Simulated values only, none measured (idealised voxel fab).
Process module in this document: voxel self aligned contacts
Section shown: cut. Width: 240 nm. Cell size: 5 nm, square.
Notation: cross-section as square-cell grid; stated in bands, top first, going down; one or more cell rows per band. Heights first: top, then bottom, in nm. Then materials, left to right, each with a width in nm. "full width" on a single material: fills the band edge to edge. "empty": empty space. Zero point of the height axis is 0; under it, received wafer = one material. Lowest band: continues down indefinitely, "0..down". Width spec "30 to 40" -> top row of cells at first value, bottom row at second value, equal per-row change in between. "no change occurred" (step): cross-section cells unchanged, all of them. "Internal closed voids": empty spaces of 8 cells or more with no open way to the top, each given as width x height at distance, distance from the left edge, all in nm. On each step's line, the part that comes after the settings is the simulator's own comment on the step. A step's line can hold "overlay nm"; with a mask on that step, the setting says how far right of the planned place the mask lay, while a negative setting says it lay to the left.
Steps planned for the process
1: RECEIVE, material Si
2: CONFORMAL_DEP, material SiO2, thk nm 5
3: DIRECTIONAL_DEP, material polySi, thk nm 25
4: DIRECTIONAL_DEP, material SiN, thk nm 20
5: DIRECTIONAL_DEP, material aC, thk nm 10
6: PATTERN, tone cover, mask id GATE, material resist, width nm 35, pitch nm 75, thk nm 25, overlay nm 0
7: DIRECTIONAL_ETCH, etch materials aC, depth nm 10
8: STRIP, etch materials resist
9: DIRECTIONAL_ETCH, etch materials SiN, depth nm 20
10: DIRECTIONAL_ETCH, etch materials polySi, depth nm 25
11: STRIP, etch materials aC
12: CONFORMAL_DEP, material SiN, thk nm 10
13: DIRECTIONAL_ETCH, etch materials SiN, depth nm 10
14: FILL_DEP, material SiO2, thk nm 10
15: CMP, height nm 55
16: MASKED_ETCH, tone open, mask id CONTACT, width nm 60, etch materials SiO2, depth nm 55, overlay nm 0
17: CONFORMAL_DEP, material TiN, thk nm 5
18: FILL_DEP, material W, thk nm 5
19: CMP, height nm 55
20: CONFORMAL_DEP, material SiCN, thk nm 5
Cross-section, incoming material, after step 1
* 0..down | Si full width
* Internal closed voids: none
Result of the module, cross-sectioned: start per above, plan per above, one error in how it was run
* 60..55 | SiCN full width
* 55..50 | SiO2 90, TiN 25, W 10, TiN 25, SiO2 90
* 50..30 | SiO2 55, SiN 10, polySi 35, SiN 10, TiN 5, W 10, TiN 5, SiN 10, polySi 35, SiN 10, SiO2 55
* 30..25 | SiO2 55, SiN 10, polySi 35, SiN 10, TiN 20, SiN 10, polySi 35, SiN 10, SiO2 55
* 25..5 | SiN full width
* 5..0 | SiO2 full width
* 0..down | Si full width
* Internal closed voids: none
Which mistake was made when the wafer was run? steps 3 and 4 were swapped
